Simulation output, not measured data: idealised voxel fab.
process module | voxel local oxidation
The width of the displayed cross-section, cut, is 205 nm; its cells are square, with a size of 5 nm.
Just so we're on the same page, the cross-sections are grids of square cells, and they're listed out in bands top to bottom, each band one or more rows deep.
Basically the band line says how high the top is and how high the bottom is, in nm, and then what's in it from left to right, every material with its width in nm. Empty space shows up as "air", and if a single material carries "everywhere" it runs the full band edge to edge.
Heights are expressed relative to 0, this being the level below which the as-received wafer comprises one material exclusively. The lowest band is unbounded in the downward direction and is denoted as in "0 down".
The notation "30->40" denotes a width that varies across the rows of cells in the band, beginning at the first number in the top row, finishing at the second number in the bottom row, and changing by an identical amount from each row to the next.
It should be understood that the words "nothing different", when stated for a given step, signify that the cross-section underwent no change in any of its cells during that step.
The entry titled "Enclosed voids" provides the empty spaces that have no open way to the top, restricted to those of 8 cells or more. Each is presented as width x height at distance, the distance being measured from the left edge, with all three in nm.
That trailing text on a step's line, after the settings, is the simulator's own remark on the step.
"overlay nm" denotes, for a step that has a mask, the displacement of the mask to the right of its planned place, with negative values corresponding to the left.

## Steps planned for the process
1. RECEIVE | material Si
2. CONFORMAL_DEP | material SiO2 | thk nm 5
3. CONFORMAL_DEP | material SiN | thk nm 15
4. DIRECTIONAL_DEP | material aC | thk nm 10
5. PATTERN | tone cover | mask id ACTIVE | material resist | width nm 90 | thk nm 30 | overlay nm 0
6. DIRECTIONAL_ETCH | etch materials aC | depth nm 10
7. STRIP | etch materials resist
8. DIRECTIONAL_ETCH | etch materials SiN | depth nm 15
9. STRIP | etch materials aC
10. SELECTIVE_ETCH | etch materials SiO2 | depth nm 5
11. OXIDIZE | depth nm 15
12. STRIP | etch materials SiN

## Wafer as received: cross-section following step 1
	0 down | Si everywhere
	Enclosed voids: none

## Post-module cross-section of the first of two wafers (run per plan)
	5 to 0 | air 60, SiO2 80, air 65
	0 to -15 | SiO2 75, Si 50, SiO2 80
	-15 down | Si everywhere
	Enclosed voids: none

## Module end: cross-section of wafer two of two. Same start and process plan as the first wafer. One mistake during execution
	5 to 0 | SiO2 50, air 100, SiO2 55
	0 to -15 | Si 35, SiO2 130, Si 40
	-15 down | Si everywhere
	Enclosed voids: none
Want to know what went wrong? step 5 went in with a setting other than planned; the actual run was PATTERN | tone open | mask id ACTIVE | material resist | width nm 90 | thk nm 30 | overlay nm 0
End check, counted in cells, second wafer has more or fewer of these materials than the first: Si +15, SiO2 -10
